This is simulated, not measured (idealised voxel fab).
Name of the process module below: voxel wiring stack
The figure presents cross-section cut, which has a width of 265 nm and is divided into square cells with an edge length of 5 nm.
Cross-section, as written here: a square-cell grid given band by band from the top down, where a band holds one or more rows of cells. Band: top and bottom heights (nm) first, top before bottom; then materials from left to right, widths in nm. "throughout" marks a sole material filling the band edge to edge. "air" denotes empty space. Height 0 is the level under which the wafer as received is all one material. The lowest band goes on downwards, as in "0..down". Think of "30->40" as a width that walks from the first number to the second as you go down the band, top row to bottom row, taking equal-sized steps from row to row. A step reported as "stayed the same" is a step in which no cell of the cross-section changed. If an empty space has no open way to the top and is at least 8 cells in size, "Enclosed cavity list" lists it, written width x height at distance, where distance is measured from the left edge and every value is in nm. On a step's line, text after the settings is the simulator commenting on that step. overlay nm: for a step with a mask, the amount by which the mask lay right of where it was planned; a negative amount means left of it.
### Process steps (planned)
1) RECEIVE [material Si]
2) CONFORMAL_DEP [material SiO2] [thk nm 15]
3) CONFORMAL_DEP [material SiN] [thk nm 5]
4) DIRECTIONAL_DEP [material lowk] [thk nm 25]
5) DIRECTIONAL_DEP [material aC] [thk nm 10]
6) PATTERN [tone open] [mask id METAL_1] [material resist] [width nm 25] [pitch nm 45] [thk nm 25] [overlay nm 0]
7) DIRECTIONAL_ETCH [etch materials aC] [depth nm 10]
8) STRIP [etch materials resist]
9) DIRECTIONAL_ETCH [etch materials lowk] [depth nm 25]
10) DIRECTIONAL_ETCH [etch materials SiN] [depth nm 5]
11) STRIP [etch materials aC]
12) CONFORMAL_DEP [material TiN] [thk nm 5]
13) FILL_DEP [material Cu] [thk nm 10]
14) CMP [height nm 45]
15) CONFORMAL_DEP [material SiCN] [thk nm 5]
16) DIRECTIONAL_DEP [material SiO2] [thk nm 10]
17) DIRECTIONAL_DEP [material aC] [thk nm 10]
18) PATTERN [tone open] [mask id PLUG_1] [material resist] [width nm 15] [thk nm 25] [overlay nm 0]
19) DIRECTIONAL_ETCH [etch materials aC] [depth nm 10]
20) STRIP [etch materials resist]
21) DIRECTIONAL_ETCH [etch materials SiO2] [depth nm 10]
22) DIRECTIONAL_ETCH [etch materials SiCN] [depth nm 5]
23) STRIP [etch materials aC]
24) CONFORMAL_DEP [material TiN] [thk nm 5]
25) FILL_DEP [material Ru] [thk nm 10]
26) CMP [height nm 60]
27) CONFORMAL_DEP [material SiN] [thk nm 5]
28) DIRECTIONAL_DEP [material SiO2] [thk nm 15]
29) MASKED_ETCH [tone open] [mask id METAL_2] [width nm 25] [pitch nm 45] [etch materials SiO2] [depth nm 15] [overlay nm 0]
30) MASKED_ETCH [tone open] [mask id METAL_2] [width nm 25] [pitch nm 45] [etch materials SiN] [depth nm 5] [overlay nm 0]
31) CONFORMAL_DEP [material TiN] [thk nm 5]
32) FILL_DEP [material W] [thk nm 10]
33) CMP [height nm 80]
34) CONFORMAL_DEP [material SiCN] [thk nm 5]
35) DIRECTIONAL_DEP [material lowk] [thk nm 20]
36) MASKED_ETCH [tone open] [mask id PLUG_2] [width nm 15] [pitch nm 45] [etch materials lowk] [depth nm 20] [overlay nm 0]
37) MASKED_ETCH [tone open] [mask id PLUG_2] [width nm 15] [pitch nm 45] [etch materials SiCN] [depth nm 5] [overlay nm 0]
38) CONFORMAL_DEP [material TiN] [thk nm 5]
39) FILL_DEP [material W] [thk nm 10]
40) CMP [height nm 105]
41) CONFORMAL_DEP [material SiN] [thk nm 5]
42) DIRECTIONAL_DEP [material SiO2] [thk nm 20]
43) DIRECTIONAL_DEP [material aC] [thk nm 15]
44) PATTERN [tone open] [mask id METAL_3] [material resist] [width nm 25] [pitch nm 45] [thk nm 30] [overlay nm 0]
45) DIRECTIONAL_ETCH [etch materials aC] [depth nm 15]
46) STRIP [etch materials resist]
47) DIRECTIONAL_ETCH [etch materials SiO2] [depth nm 20]
48) DIRECTIONAL_ETCH [etch materials SiN] [depth nm 5]
49) STRIP [etch materials aC]
50) CONFORMAL_DEP [material TiN] [thk nm 5]
51) FILL_DEP [material W] [thk nm 10]
52) CMP [height nm 130]
53) EPI [material Ru] [thk nm 5]
54) FILL_DEP [material SiCN] [thk nm 5]
### First of two wafers - as planned
### Step 1 complete: cross-section of the wafer as received
  0..down | Si throughout
  Enclosed cavity list: none
### Once step 2 is through, the wafer looks like this in cross-section
  15..0 | SiO2 throughout
  Under 0: no change, same as before.
### Once step 3 is through, the wafer looks like this in cross-section
  20..15 | SiN throughout
  Under 15: no change, same as before.
### Once step 4 is through, the wafer looks like this in cross-section
  45..20 | lowk throughout
  Under 20: no change, same as before.
### Once step 5 is through, the wafer looks like this in cross-section
  55..45 | aC throughout
  Under 45: no change, same as before.
### Once step 6 is through, the wafer looks like this in cross-section
  80..55 | resist (95) / air (25) / resist (20) / air (25) / resist (100)
  Under 55: no change, same as before.
### Once step 7 is through, the wafer looks like this in cross-section
  70..55 | resist (95) / air (25) / resist (20) / air (25) / resist (100)
  55..45 | aC (95) / air (25) / aC (20) / air (25) / aC (100)
  Under 45: no change, same as before.
### Once step 8 is through, the wafer looks like this in cross-section
  55..45 | aC (95) / air (25) / aC (20) / air (25) / aC (100)
  Under 45: no change, same as before.
### Once step 9 is through, the wafer looks like this in cross-section
  55..45 | aC (95) / air (25) / aC (20) / air (25) / aC (100)
  45..20 | lowk (95) / air (25) / lowk (20) / air (25) / lowk (100)
  Under 20: no change, same as before.
### Once step 10 is through, the wafer looks like this in cross-section
  55..45 | aC (95) / air (25) / aC (20) / air (25) / aC (100)
  45..20 | lowk (95) / air (25) / lowk (20) / air (25) / lowk (100)
  20..15 | SiN (95) / air (25) / SiN (20) / air (25) / SiN (100)
  Under 15: no change, same as before.
### Once step 11 is through, the wafer looks like this in cross-section
  45..20 | lowk (95) / air (25) / lowk (20) / air (25) / lowk (100)
  Under 20: no change, same as before.
### Once step 12 is through, the wafer looks like this in cross-section
  50..45 | TiN (100) / air (15) / TiN (30) / air (15) / TiN (105)
  45..20 | lowk (95) / TiN (5) / air (15) / TiN (5) / lowk (20) / TiN (5) / air (15) / TiN (5) / lowk (100)
  20..15 | SiN (95) / TiN (25) / SiN (20) / TiN (25) / SiN (100)
  Under 15: no change, same as before.
### Once step 13 is through, the wafer looks like this in cross-section
  60..50 | Cu throughout
  50..45 | TiN (100) / Cu (15) / TiN (30) / Cu (15) / TiN (105)
  45..20 | lowk (95) / TiN (5) / Cu (15) / TiN (5) / lowk (20) / TiN (5) / Cu (15) / TiN (5) / lowk (100)
  Under 20: no change, same as before.
### Once step 14 is through, the wafer looks like this in cross-section
  45..20 | lowk (95) / TiN (5) / Cu (15) / TiN (5) / lowk (20) / TiN (5) / Cu (15) / TiN (5) / lowk (100)
  Under 20: no change, same as before.
### Once step 15 is through, the wafer looks like this in cross-section
  50..45 | SiCN throughout
  Under 45: no change, same as before.
### Once step 16 is through, the wafer looks like this in cross-section
  60..50 | SiO2 throughout
  Under 50: no change, same as before.
### Once step 17 is through, the wafer looks like this in cross-section
  70..60 | aC throughout
  Under 60: no change, same as before.
### Once step 18 is through, the wafer looks like this in cross-section
  95..70 | resist (95) / air (15) / resist (155)
  Under 70: no change, same as before.
### Once step 19 is through, the wafer looks like this in cross-section
  85..70 | resist (95) / air (15) / resist (155)
  70..60 | aC (95) / air (15) / aC (155)
  Under 60: no change, same as before.
### Once step 20 is through, the wafer looks like this in cross-section
  70..60 | aC (95) / air (15) / aC (155)
  Under 60: no change, same as before.
### Once step 21 is through, the wafer looks like this in cross-section
  70..60 | aC (95) / air (15) / aC (155)
  60..50 | SiO2 (95) / air (15) / SiO2 (155)
  Under 50: no change, same as before.
### Once step 22 is through, the wafer looks like this in cross-section
  70..60 | aC (95) / air (15) / aC (155)
  60..50 | SiO2 (95) / air (15) / SiO2 (155)
  50..45 | SiCN (95) / air (15) / SiCN (155)
  Under 45: no change, same as before.
### Once step 23 is through, the wafer looks like this in cross-section
  60..50 | SiO2 (95) / air (15) / SiO2 (155)
  Under 50: no change, same as before.
### Once step 24 is through, the wafer looks like this in cross-section
  65..60 | TiN (100) / air (5) / TiN (160)
  60..50 | SiO2 (95) / TiN (5) / air (5) / TiN (5) / SiO2 (155)
  50..45 | SiCN (95) / TiN (15) / SiCN (155)
  Under 45: no change, same as before.
### Once step 25 is through, the wafer looks like this in cross-section
  75..65 | Ru throughout
  65..60 | TiN (100) / Ru (5) / TiN (160)
  60..50 | SiO2 (95) / TiN (5) / Ru (5) / TiN (5) / SiO2 (155)
  Under 50: no change, same as before.
### Once step 26 is through, the wafer looks like this in cross-section
  60..50 | SiO2 (95) / TiN (5) / Ru (5) / TiN (5) / SiO2 (155)
  Under 50: no change, same as before.
### Once step 27 is through, the wafer looks like this in cross-section
  65..60 | SiN throughout
  Under 60: no change, same as before.
### Once step 28 is through, the wafer looks like this in cross-section
  80..65 | SiO2 throughout
  Under 65: no change, same as before.
### Once step 29 is through, the wafer looks like this in cross-section
  80..65 | SiO2 (95) / air (25) / SiO2 (20) / air (25) / SiO2 (100)
  Under 65: no change, same as before.
### Once step 30 is through, the wafer looks like this in cross-section
  80..65 | SiO2 (95) / air (25) / SiO2 (20) / air (25) / SiO2 (100)
  65..60 | SiN (95) / air (25) / SiN (20) / air (25) / SiN (100)
  Under 60: no change, same as before.
### Once step 31 is through, the wafer looks like this in cross-section
  85..80 | TiN (100) / air (15) / TiN (30) / air (15) / TiN (105)
  80..65 | SiO2 (95) / TiN (5) / air (15) / TiN (5) / SiO2 (20) / TiN (5) / air (15) / TiN (5) / SiO2 (100)
  65..60 | SiN (95) / TiN (25) / SiN (20) / TiN (25) / SiN (100)
  Under 60: no change, same as before.
### Once step 32 is through, the wafer looks like this in cross-section
  95..85 | W throughout
  85..80 | TiN (100) / W (15) / TiN (30) / W (15) / TiN (105)
  80..65 | SiO2 (95) / TiN (5) / W (15) / TiN (5) / SiO2 (20) / TiN (5) / W (15) / TiN (5) / SiO2 (100)
  Under 65: no change, same as before.
### Once step 33 is through, the wafer looks like this in cross-section
  80..65 | SiO2 (95) / TiN (5) / W (15) / TiN (5) / SiO2 (20) / TiN (5) / W (15) / TiN (5) / SiO2 (100)
  Under 65: no change, same as before.
### Once step 34 is through, the wafer looks like this in cross-section
  85..80 | SiCN throughout
  Under 80: no change, same as before.
### Once step 35 is through, the wafer looks like this in cross-section
  105..85 | lowk throughout
  Under 85: no change, same as before.
### Once step 36 is through, the wafer looks like this in cross-section
  105..85 | lowk (95) / air (15) / lowk (30) / air (15) / lowk (110)
  Under 85: no change, same as before.
### Once step 37 is through, the wafer looks like this in cross-section
  105..85 | lowk (95) / air (15) / lowk (30) / air (15) / lowk (110)
  85..80 | SiCN (95) / air (15) / SiCN (30) / air (15) / SiCN (110)
  Under 80: no change, same as before.
### Once step 38 is through, the wafer looks like this in cross-section
  110..105 | TiN (100) / air (5) / TiN (40) / air (5) / TiN (115)
  105..85 | lowk (95) / TiN (5) / air (5) / TiN (5) / lowk (30) / TiN (5) / air (5) / TiN (5) / lowk (110)
  85..80 | SiCN (95) / TiN (15) / SiCN (30) / TiN (15) / SiCN (110)
  Under 80: no change, same as before.
### Once step 39 is through, the wafer looks like this in cross-section
  120..110 | W throughout
  110..105 | TiN (100) / W (5) / TiN (40) / W (5) / TiN (115)
  105..85 | lowk (95) / TiN (5) / W (5) / TiN (5) / lowk (30) / TiN (5) / W (5) / TiN (5) / lowk (110)
  Under 85: no change, same as before.
### Once step 40 is through, the wafer looks like this in cross-section
  105..85 | lowk (95) / TiN (5) / W (5) / TiN (5) / lowk (30) / TiN (5) / W (5) / TiN (5) / lowk (110)
  Under 85: no change, same as before.
### Once step 41 is through, the wafer looks like this in cross-section
  110..105 | SiN throughout
  Under 105: no change, same as before.
### Once step 42 is through, the wafer looks like this in cross-section
  130..110 | SiO2 throughout
  Under 110: no change, same as before.
### Once step 43 is through, the wafer looks like this in cross-section
  145..130 | aC throughout
  Under 130: no change, same as before.
### Once step 44 is through, the wafer looks like this in cross-section
  175..145 | resist (95) / air (25) / resist (20) / air (25) / resist (100)
  Under 145: no change, same as before.
### Once step 45 is through, the wafer looks like this in cross-section
  160..145 | resist (95) / air (25) / resist (20) / air (25) / resist (100)
  145..130 | aC (95) / air (25) / aC (20) / air (25) / aC (100)
  Under 130: no change, same as before.
### Once step 46 is through, the wafer looks like this in cross-section
  145..130 | aC (95) / air (25) / aC (20) / air (25) / aC (100)
  Under 130: no change, same as before.
### Once step 47 is through, the wafer looks like this in cross-section
  145..130 | aC (95) / air (25) / aC (20) / air (25) / aC (100)
  130..110 | SiO2 (95) / air (25) / SiO2 (20) / air (25) / SiO2 (100)
  Under 110: no change, same as before.
### Once step 48 is through, the wafer looks like this in cross-section
  145..130 | aC (95) / air (25) / aC (20) / air (25) / aC (100)
  130..110 | SiO2 (95) / air (25) / SiO2 (20) / air (25) / SiO2 (100)
  110..105 | SiN (95) / air (25) / SiN (20) / air (25) / SiN (100)
  Under 105: no change, same as before.
### Once step 49 is through, the wafer looks like this in cross-section
  130..110 | SiO2 (95) / air (25) / SiO2 (20) / air (25) / SiO2 (100)
  Under 110: no change, same as before.
### Once step 50 is through, the wafer looks like this in cross-section
  135..130 | TiN (100) / air (15) / TiN (30) / air (15) / TiN (105)
  130..110 | SiO2 (95) / TiN (5) / air (15) / TiN (5) / SiO2 (20) / TiN (5) / air (15) / TiN (5) / SiO2 (100)
  110..105 | SiN (95) / TiN (25) / SiN (20) / TiN (25) / SiN (100)
  Under 105: no change, same as before.
### Once step 51 is through, the wafer looks like this in cross-section
  145..135 | W throughout
  135..130 | TiN (100) / W (15) / TiN (30) / W (15) / TiN (105)
  130..110 | SiO2 (95) / TiN (5) / W (15) / TiN (5) / SiO2 (20) / TiN (5) / W (15) / TiN (5) / SiO2 (100)
  Under 110: no change, same as before.
### Once step 52 is through, the wafer looks like this in cross-section
  130..110 | SiO2 (95) / TiN (5) / W (15) / TiN (5) / SiO2 (20) / TiN (5) / W (15) / TiN (5) / SiO2 (100)
  Under 110: no change, same as before.
### Once step 53 is through, the wafer looks like this in cross-section
  135..130 | air (90) / Ru (35) / air (10) / Ru (35) / air (95)
  Under 130: no change, same as before.
### Once step 54 is through, the wafer looks like this in cross-section
  140..135 | SiCN throughout
  135..130 | SiCN (90) / Ru (35) / SiCN (10) / Ru (35) / SiCN (95)
  Under 130: no change, same as before.
### Second of two: same start, same plan, one run error; steps up to and including 28 match the first
### Cross-section of the second wafer at the time by which step 29 should have been completed according to the plan
  80..65 | SiO2 (100) / air (20) / SiO2 (25) / air (20) / SiO2 (100)
  Under 65: no change, same as before.
### Cross-section of the second wafer at the time by which step 30 should have been completed according to the plan
  80..65 | SiO2 (100) / air (20) / SiO2 (25) / air (20) / SiO2 (100)
  65..60 | SiN (100) / air (20) / SiN (25) / air (20) / SiN (100)
  Under 60: no change, same as before.
### Cross-section of the second wafer at the time by which step 31 should have been completed according to the plan
  85..80 | TiN (105) / air (10) / TiN (35) / air (10) / TiN (105)
  80..65 | SiO2 (100) / TiN (5) / air (10) / TiN (5) / SiO2 (25) / TiN (5) / air (10) / TiN (5) / SiO2 (100)
  65..60 | SiN (100) / TiN (20) / SiN (25) / TiN (20) / SiN (100)
  Under 60: no change, same as before.
### Cross-section of the second wafer at the time by which step 32 should have been completed according to the plan
  95..85 | W throughout
  85..80 | TiN (105) / W (10) / TiN (35) / W (10) / TiN (105)
  80..65 | SiO2 (100) / TiN (5) / W (10) / TiN (5) / SiO2 (25) / TiN (5) / W (10) / TiN (5) / SiO2 (100)
  Under 65: no change, same as before.
### Cross-section of the second wafer at the time by which step 33 should have been completed according to the plan
  80..65 | SiO2 (100) / TiN (5) / W (10) / TiN (5) / SiO2 (25) / TiN (5) / W (10) / TiN (5) / SiO2 (100)
  Under 65: no change, same as before.
### Cross-section of the second wafer at the time by which step 34 should have been completed according to the plan
  85..80 | SiCN throughout
  Under 80: no change, same as before.
### Cross-section of the second wafer at the time by which step 35 should have been completed according to the plan
  105..85 | lowk throughout
  Under 85: no change, same as before.
### Cross-section of the second wafer at the time by which step 36 should have been completed according to the plan
  105..85 | lowk (95) / air (15) / lowk (30) / air (15) / lowk (110)
  Under 85: no change, same as before.
### Cross-section of the second wafer at the time by which step 37 should have been completed according to the plan
  105..85 | lowk (95) / air (15) / lowk (30) / air (15) / lowk (110)
  85..80 | SiCN (95) / air (15) / SiCN (30) / air (15) / SiCN (110)
  Under 80: no change, same as before.
### Cross-section of the second wafer at the time by which step 38 should have been completed according to the plan
  110..105 | TiN (100) / air (5) / TiN (40) / air (5) / TiN (115)
  105..85 | lowk (95) / TiN (5) / air (5) / TiN (5) / lowk (30) / TiN (5) / air (5) / TiN (5) / lowk (110)
  85..80 | SiCN (95) / TiN (15) / SiCN (30) / TiN (15) / SiCN (110)
  Under 80: no change, same as before.
### Cross-section of the second wafer at the time by which step 39 should have been completed according to the plan
  120..110 | W throughout
  110..105 | TiN (100) / W (5) / TiN (40) / W (5) / TiN (115)
  105..85 | lowk (95) / TiN (5) / W (5) / TiN (5) / lowk (30) / TiN (5) / W (5) / TiN (5) / lowk (110)
  Under 85: no change, same as before.
### Cross-section of the second wafer at the time by which step 40 should have been completed according to the plan
  105..85 | lowk (95) / TiN (5) / W (5) / TiN (5) / lowk (30) / TiN (5) / W (5) / TiN (5) / lowk (110)
  Under 85: no change, same as before.
### Cross-section of the second wafer at the time by which step 41 should have been completed according to the plan
  110..105 | SiN throughout
  Under 105: no change, same as before.
### Cross-section of the second wafer at the time by which step 42 should have been completed according to the plan
  130..110 | SiO2 throughout
  Under 110: no change, same as before.
### Cross-section of the second wafer at the time by which step 43 should have been completed according to the plan
  145..130 | aC throughout
  Under 130: no change, same as before.
### Cross-section of the second wafer at the time by which step 44 should have been completed according to the plan
  175..145 | resist (95) / air (25) / resist (20) / air (25) / resist (100)
  Under 145: no change, same as before.
### Cross-section of the second wafer at the time by which step 45 should have been completed according to the plan
  160..145 | resist (95) / air (25) / resist (20) / air (25) / resist (100)
  145..130 | aC (95) / air (25) / aC (20) / air (25) / aC (100)
  Under 130: no change, same as before.
### Cross-section of the second wafer at the time by which step 46 should have been completed according to the plan
  145..130 | aC (95) / air (25) / aC (20) / air (25) / aC (100)
  Under 130: no change, same as before.
### Cross-section of the second wafer at the time by which step 47 should have been completed according to the plan
  145..130 | aC (95) / air (25) / aC (20) / air (25) / aC (100)
  130..110 | SiO2 (95) / air (25) / SiO2 (20) / air (25) / SiO2 (100)
  Under 110: no change, same as before.
### Cross-section of the second wafer at the time by which step 48 should have been completed according to the plan
  145..130 | aC (95) / air (25) / aC (20) / air (25) / aC (100)
  130..110 | SiO2 (95) / air (25) / SiO2 (20) / air (25) / SiO2 (100)
  110..105 | SiN (95) / air (25) / SiN (20) / air (25) / SiN (100)
  Under 105: no change, same as before.
### Cross-section of the second wafer at the time by which step 49 should have been completed according to the plan
  130..110 | SiO2 (95) / air (25) / SiO2 (20) / air (25) / SiO2 (100)
  Under 110: no change, same as before.
### Cross-section of the second wafer at the time by which step 50 should have been completed according to the plan
  135..130 | TiN (100) / air (15) / TiN (30) / air (15) / TiN (105)
  130..110 | SiO2 (95) / TiN (5) / air (15) / TiN (5) / SiO2 (20) / TiN (5) / air (15) / TiN (5) / SiO2 (100)
  110..105 | SiN (95) / TiN (25) / SiN (20) / TiN (25) / SiN (100)
  Under 105: no change, same as before.
### Cross-section of the second wafer at the time by which step 51 should have been completed according to the plan
  145..135 | W throughout
  135..130 | TiN (100) / W (15) / TiN (30) / W (15) / TiN (105)
  130..110 | SiO2 (95) / TiN (5) / W (15) / TiN (5) / SiO2 (20) / TiN (5) / W (15) / TiN (5) / SiO2 (100)
  Under 110: no change, same as before.
### Cross-section of the second wafer at the time by which step 52 should have been completed according to the plan
  130..110 | SiO2 (95) / TiN (5) / W (15) / TiN (5) / SiO2 (20) / TiN (5) / W (15) / TiN (5) / SiO2 (100)
  Under 110: no change, same as before.
### Cross-section of the second wafer at the time by which step 53 should have been completed according to the plan
  135..130 | air (90) / Ru (35) / air (10) / Ru (35) / air (95)
  Under 130: no change, same as before.
### Cross-section of the second wafer at the time by which step 54 should have been completed according to the plan
  140..135 | SiCN throughout
  135..130 | SiCN (90) / Ru (35) / SiCN (10) / Ru (35) / SiCN (95)
  Under 130: no change, same as before.
Deviation from plan: step 29, actual vs plan mismatch, actual run MASKED_ETCH [tone open] [mask id METAL_2] [width nm 20] [pitch nm 45] [etch materials SiO2] [depth nm 15] [overlay nm 0]
It is noted that, at the conclusion of processing, the second wafer exhibits a higher or lower cell count for certain materials relative to the first: +2 SiN, +6 SiO2, -2 TiN, -6 W
